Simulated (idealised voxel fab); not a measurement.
process module | voxel fin reveal
cross-section cut | 255 nm wide | cells 5 nm
A cross-section is a grid of square cells, given in bands from the top down. A band is one or more rows of cells.
Each band's line starts with the height of the band's top and of its bottom, in nm. Then come its materials from left to right, each with its width in nm. One material with "throughout" fills the band from edge to edge. "air" is empty space.
Height 0 is the level under which the wafer as received is all one material. The lowest band goes on downwards, as in "0 down".
A width such as "30 to 40" changes by the same amount from each row of cells to the next, from the band's top row to its bottom row.
"no change" after a step means that no cell of the cross-section changed.
closed voids: empty space of 8 cells or more with no open way to the top, each as width x height at its distance from the left edge, in nm
after a step's settings: what the simulator itself notes on the step
overlay nm, on a step with a mask: how far to the right of its planned place the mask lay; to the left if negative
plan
1 op RECEIVE | material Si
2 op CONFORMAL_DEP | material SiN | thk nm 10
3 op PATTERN | tone cover | mask id FINS | material resist | width nm 15 | pitch nm 40 | thk nm 15 | overlay nm 0
4 op DIRECTIONAL_ETCH | etch materials SiN | depth nm 10
5 op DIRECTIONAL_ETCH | etch materials Si | depth nm 35
6 op STRIP | etch materials resist
7 op OXIDIZE | depth nm 5
8 op FILL_DEP | material SiO2 | thk nm 10
9 op CMP | height nm 10
10 op SELECTIVE_ETCH | etch materials SiO2 | depth nm 20
11 op STRIP | etch materials SiN
as received, after step 1
  0 down: Si throughout
  closed voids: none
first wafer at the end, as planned
  0 to -10: air 85 | Si 5 | air 35 | Si 5 | air 35 | Si 5 | air 85
  -10 to -40: SiO2 85 | Si 5 | SiO2 35 | Si 5 | SiO2 35 | Si 5 | SiO2 85
  -40 down: Si throughout
  closed voids: none
second wafer at the end: like start, like plan, one mistake
  0 to -10: Si 75 | air 25 | Si 15 | air 25 | Si 15 | air 25 | Si 75
  -10 to -40: Si 75 | SiO2 25 | Si 15 | SiO2 25 | Si 15 | SiO2 25 | Si 75
  -40 down: Si throughout
  closed voids: none
what went wrong: step 3 ran as: op PATTERN | tone open | mask id FINS | material resist | width nm 15 | pitch nm 40 | thk nm 15 | overlay nm 0
at the end the second wafer has, in cells: 264 more of Si | 198 fewer of SiO2
